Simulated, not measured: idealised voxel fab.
You're looking at the process module voxel released beams.
Pictured: cross-section cut, 220 nm wide, on a grid of 5 nm square cells.
The cross-sections in this document take the form of a grid made of square cells. They are written out as bands, in order from top to bottom. Each band consists of one or more rows of cells. For a band, the entry starts with two heights in nm, that of the top and then that of the bottom, and carries on with the band's materials in order from left to right, each alongside its width in nm; the word "edge to edge" beside a single material means it fills the band edge to edge, and "blank" means empty space. Ref level 0: as-received wafer is one material below here. Bottom band extends down with no lower bound ("0..down"). A width such as "30->40" changes by the same amount from each row of cells to the next, from the band's top row to its bottom row. "changes: none" -> step changed no cross-section cell. Basically, "Cavities, sealed" tells you about the enclosed voids: empty spaces with no open way to the top, 8 cells or bigger, each written width x height at distance, where distance is from the left edge, all in nm. Where a step's line continues beyond its settings, the continuation is a remark by the simulator itself on that step. A step line may carry the setting "overlay nm", which, for steps involving a mask, states the distance by which the mask lay to the right of its intended position; negative values denote displacement to the left.

**Planned step list for the process**
1 RECEIVE,material Si
2 CONFORMAL_DEP,material Al2O3,thk nm 10
3 DIRECTIONAL_DEP,material SiO2,thk nm 10
4 DIRECTIONAL_DEP,material aC,thk nm 15
5 PATTERN,tone open,mask id ANCHOR,material resist,width nm 35,thk nm 30,overlay nm 0
6 DIRECTIONAL_ETCH,etch materials aC,depth nm 15
7 STRIP,etch materials resist
8 DIRECTIONAL_ETCH,etch materials SiO2,depth nm 10
9 STRIP,etch materials aC
10 CONFORMAL_DEP,material W,thk nm 10
11 MASKED_ETCH,tone cover,mask id BEAM,width nm 110,etch materials W,depth nm 10,overlay nm 0
12 STRIP,etch materials SiO2

**first wafer, as planned**

**Cross-section, incoming material, after step 1**
> 0..down: Si edge to edge
> Cavities, sealed: none

**Cross-section of the wafer after step 2**
> 10..0: Al2O3 edge to edge
> Lower than 0, everything is as it was.

**Cross-section of the wafer after step 3**
> 20..10: SiO2 edge to edge
> Lower than 10, everything is as it was.

**Cross-section of the wafer after step 4**
> 35..20: aC edge to edge
> Lower than 20, everything is as it was.

**Cross-section of the wafer after step 5**
> 65..35: 55 nm resist, 35 nm blank, 130 nm resist
> Lower than 35, everything is as it was.

**Cross-section of the wafer after step 6**
> 50..35: 55 nm resist, 35 nm blank, 130 nm resist
> 35..20: 55 nm aC, 35 nm blank, 130 nm aC
> Lower than 20, everything is as it was.

**Cross-section of the wafer after step 7**
> 35..20: 55 nm aC, 35 nm blank, 130 nm aC
> Lower than 20, everything is as it was.

**Cross-section of the wafer after step 8**
> 35..20: 55 nm aC, 35 nm blank, 130 nm aC
> 20..10: 55 nm SiO2, 35 nm blank, 130 nm SiO2
> Lower than 10, everything is as it was.

**Cross-section of the wafer after step 9**
> 20..10: 55 nm SiO2, 35 nm blank, 130 nm SiO2
> Lower than 10, everything is as it was.

**Cross-section of the wafer after step 10**
> 30..20: 65 nm W, 15 nm blank, 140 nm W
> 20..10: 55 nm SiO2, 35 nm W, 130 nm SiO2
> Lower than 10, everything is as it was.

**Cross-section of the wafer after step 11**
> 30..20: 50 nm blank, 15 nm W, 15 nm blank, 80 nm W, 60 nm blank
> Lower than 20, everything is as it was.

**Cross-section of the wafer after step 12**
> 30..20: 50 nm blank, 15 nm W, 15 nm blank, 80 nm W, 60 nm blank
> 20..10: 55 nm blank, 35 nm W, 130 nm blank
> Lower than 10, everything is as it was.

**For the second wafer, take the first wafer's start and plan, then add one mistake made in running it; everything through step 10, that step included, is shared with the first**

**Cross-section of the second wafer corresponding to the planned conclusion of step 11**
> 30..20: 50 nm blank, 15 nm W, 15 nm blank, 85 nm W, 55 nm blank
> Lower than 20, everything is as it was.

**Cross-section of the second wafer corresponding to the planned conclusion of step 12**
> 30..20: 50 nm blank, 15 nm W, 15 nm blank, 85 nm W, 55 nm blank
> 20..10: 55 nm blank, 35 nm W, 130 nm blank
> Lower than 10, everything is as it was.
Where did the run depart from the plan? step 11 was processed under conditions differing from the plan, specifically as MASKED_ETCH,tone cover,mask id BEAM,width nm 115,etch materials W,depth nm 10,overlay nm 0
Bottom line after processing is that, in cells, the second wafer is up or down on some materials versus the first: +2 W
